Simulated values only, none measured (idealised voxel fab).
The document below concerns the process module designated voxel capacitor over wiring.
Each square cell in cross-section cut measures 5 nm, and the section as a whole is 265 nm wide.
Heads up, the way a cross-section reads in here is a grid of square cells, handed over as bands from the top down, with every band being one or more rows of cells.
Heights first: top, then bottom, in nm. Then materials, left to right, each with a width in nm. "edge to edge" on a single material: fills the band edge to edge. "air": empty space.
Measure heights from 0. That's the level where, below it, the as-received wafer is all one material. The lowest band is bottomless and extends downward; write it as in "from 0 down".
Quick explanation for "30..40": the width changes in equal steps down the rows of cells, from the first number in the band's top row to the second number in its bottom row.
The designation "nothing changed", where it is given for a processing step, indicates that no cell of the cross-section was altered in the course of that step.
Reported under the label "Enclosed cavity list" are the empty spaces having no open way to the top and comprising 8 cells or more; the notation for each is width x height at distance, in which the distance is measured from the left edge and all three values are in nm.
Where a step's line continues beyond its settings, the continuation is a remark by the simulator itself on that step.
overlay nm: where the mask lay relative to plan, measured to the right, on steps with a mask; negatives go left.
Structure of the following material. The material consists of pairs of cross-sections. Each pair comprises the cross-section before one process step and the cross-section after that step, the latter shown only down to the lowest band that changed. The step between the cross-sections is specified beneath each pair, including its settings. Pairs are not necessarily consecutive: they may derive from different runs of this module performed on the same starting wafer. Continuity with the pair above is to be assumed only where the entry headed "Ex-ante state" of the pair in question states it.

Ex-ante state
	from 100 to 85: resist 95 nm; air 15 nm; resist 155 nm
	from 85 to 75: SiO2 95 nm; air 15 nm; SiO2 155 nm
	from 75 to 65: SiO2 85 nm; TiN 70 nm; SiO2 110 nm
	from 65 to 60: SiO2 85 nm; SiN 70 nm; SiO2 110 nm
	from 60 to 50: SiO2 80 nm; TiN 80 nm; SiO2 105 nm
	from 50 to 40: lowk 85 nm; TiN 5 nm; Cu 5 nm; TiN 5 nm; lowk 165 nm
	from 40 to 35: SiCN 85 nm; TiN 15 nm; SiCN 165 nm
	from 35 to 20: W 75 nm; SiN 5 nm; SiO2 15 nm; SiN 5 nm; W 65 nm; SiN 5 nm; SiO2 15 nm; SiN 5 nm; W 75 nm
	from 20 to 15: TiN 75 nm; SiN 25 nm; TiN 65 nm; SiN 25 nm; TiN 75 nm
	from 15 to 0: SiO2 edge to edge
	from 0 down: Si edge to edge
	Enclosed cavity list: none

after
	from 85 to 75: SiO2 95 nm; air 15 nm; SiO2 155 nm
	Nothing below the height 75 has changed.
	Enclosed cavity list: none
Between the two cross-sections you see above, the step is STRIP,etch materials resist

Ex-ante state: check the pair just above; its after cross-section is our before state.

after
	from 90 to 85: TiN 100 nm; air 5 nm; TiN 160 nm
	from 85 to 80: SiO2 95 nm; TiN 5 nm; air 5 nm; TiN 5 nm; SiO2 155 nm
	from 80 to 75: SiO2 95 nm; TiN 15 nm; SiO2 155 nm
	Nothing below the height 75 has changed.
	Enclosed cavity list: none
Between the two cross-sections you see above, the step is CONFORMAL_DEP,material TiN,thk nm 5

Ex-ante state: check the pair just above; its after cross-section is our before state.

after
	from 95 to 90: W edge to edge
	from 90 to 85: TiN 100 nm; W 5 nm; TiN 160 nm
	from 85 to 80: SiO2 95 nm; TiN 5 nm; W 5 nm; TiN 5 nm; SiO2 155 nm
	Nothing below the height 80 has changed.
	Enclosed cavity list: none
Between the two cross-sections you see above, the step is FILL_DEP,material W,thk nm 5

Ex-ante state: check the pair just above; its after cross-section is our before state.

after
	from 85 to 80: SiO2 95 nm; TiN 5 nm; W 5 nm; TiN 5 nm; SiO2 155 nm
	Nothing below the height 80 has changed.
	Enclosed cavity list: none
Between the two cross-sections you see above, the step is CMP,height nm 85

Ex-ante state: check the pair just above; its after cross-section is our before state.

after
	from 90 to 85: SiCN edge to edge
	Nothing below the height 85 has changed.
	Enclosed cavity list: none
Between the two cross-sections you see above, the step is CONFORMAL_DEP,material SiCN,thk nm 5
